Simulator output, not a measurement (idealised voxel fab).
process module | voxel quadruple lines
This is section cut - it's 155 nm across, gridded in 5 nm square cells.
When this document writes out a cross-section, it uses a grid of square cells and lists it as bands, beginning at the top and moving down, with a band standing for one or more rows of cells. Heads up on the band format: heights come first, top then bottom, in nm. After that it's the materials left to right, each with its width in nm. A single material flagged "everywhere" fills the whole band edge to edge, and "air" means there's empty space there. For the purposes of this specification, 0 denotes the height below which the wafer in its as-received condition is composed wholly of one material, and the lowermost band, lacking a lower limit, extends downward without end, as expressed in "0 nm and below". Width "30..40": first value at the band's top row of cells, second value at its bottom row, equal change from row to row. "nothing different" means the step left every cell of the cross-section as it was. So "Fully sealed cavities" is basically the list of trapped voids: any empty space of 8 cells or more that can't reach the top through an opening. They're written width x height at distance, the distance being from the left edge, and it's all nm. Where a step's line continues beyond its settings, the continuation is a remark by the simulator itself on that step. overlay nm: mask right of planned place by this much (step with mask). Neg. = left.
THE PLANNED PROCESS STEPS ARE ENUMERATED HEREUNDER
- 1: RECEIVE (material Si)
- 2: CONFORMAL_DEP (material SiO2; thk nm 5)
- 3: DIRECTIONAL_DEP (material W; thk nm 10)
- 4: DIRECTIONAL_DEP (material polySi; thk nm 15)
- 5: DIRECTIONAL_DEP (material aC; thk nm 20)
- 6: PATTERN (tone cover; mask id MANDREL; material resist; width nm 35; thk nm 30; overlay nm -15)
- 7: DIRECTIONAL_ETCH (etch materials aC; depth nm 20)
- 8: STRIP (etch materials resist)
- 9: CONFORMAL_DEP (material SiO2; thk nm 15)
- 10: DIRECTIONAL_ETCH (etch materials SiO2; depth nm 15)
- 11: STRIP (etch materials aC)
- 12: DIRECTIONAL_ETCH (etch materials polySi; depth nm 15)
- 13: STRIP (etch materials SiO2)
- 14: CONFORMAL_DEP (material SiCN; thk nm 10)
- 15: DIRECTIONAL_ETCH (etch materials SiCN; depth nm 10)
- 16: STRIP (etch materials polySi)
- 17: DIRECTIONAL_ETCH (etch materials W; depth nm 10)
- 18: STRIP (etch materials SiCN)
The plan's step 6 overlay nm is the first wafer's value; the wafers differ in this setting and start identical.
AFTER STEP 1, AS RECEIVED: FIRST OF SEVERAL WAFERS, CROSS-SECTION
> 0 nm and below: Si everywhere
> Fully sealed cavities: none
LAST STEP OF THE MODULE IS STEP 18; AFTER IT, THE FIRST OF SEVERAL WAFERS IN CROSS-SECTION
> 15 nm to 5 nm: 20 of air, 10 of W, 15 of air, 10 of W, 15 of air, 10 of W, 15 of air, 10 of W, 50 of air
> 5 nm to 0 nm: SiO2 everywhere
> 0 nm and below: Si everywhere
> Fully sealed cavities: none
AT THE END OF THE MODULE, THE LAST OF SEVERAL WAFERS IN CROSS-SECTION
> 15 nm to 5 nm: 50 of air, 10 of W, 15 of air, 10 of W, 15 of air, 10 of W, 15 of air, 10 of W, 20 of air
> 5 nm to 0 nm: SiO2 everywhere
> 0 nm and below: Si everywhere
> Fully sealed cavities: none
END OF MODULE, BY WAFER: MATERIAL-BY-MATERIAL CELL GAIN (+) OR LOSS (-) SINCE RECEIPT, THEN CLOSED VOIDS
overlay nm -15 | +31 SiO2 | +16 W | Fully sealed cavities: none
overlay nm -10 | +31 SiO2 | +16 W | Fully sealed cavities: none
overlay nm -5 | +31 SiO2 | +16 W | Fully sealed cavities: none
overlay nm 0 | +31 SiO2 | +16 W | Fully sealed cavities: none
overlay nm 5 | +31 SiO2 | +16 W | Fully sealed cavities: none
overlay nm 10 | +31 SiO2 | +16 W | Fully sealed cavities: none
overlay nm 15 | +31 SiO2 | +16 W | Fully sealed cavities: none
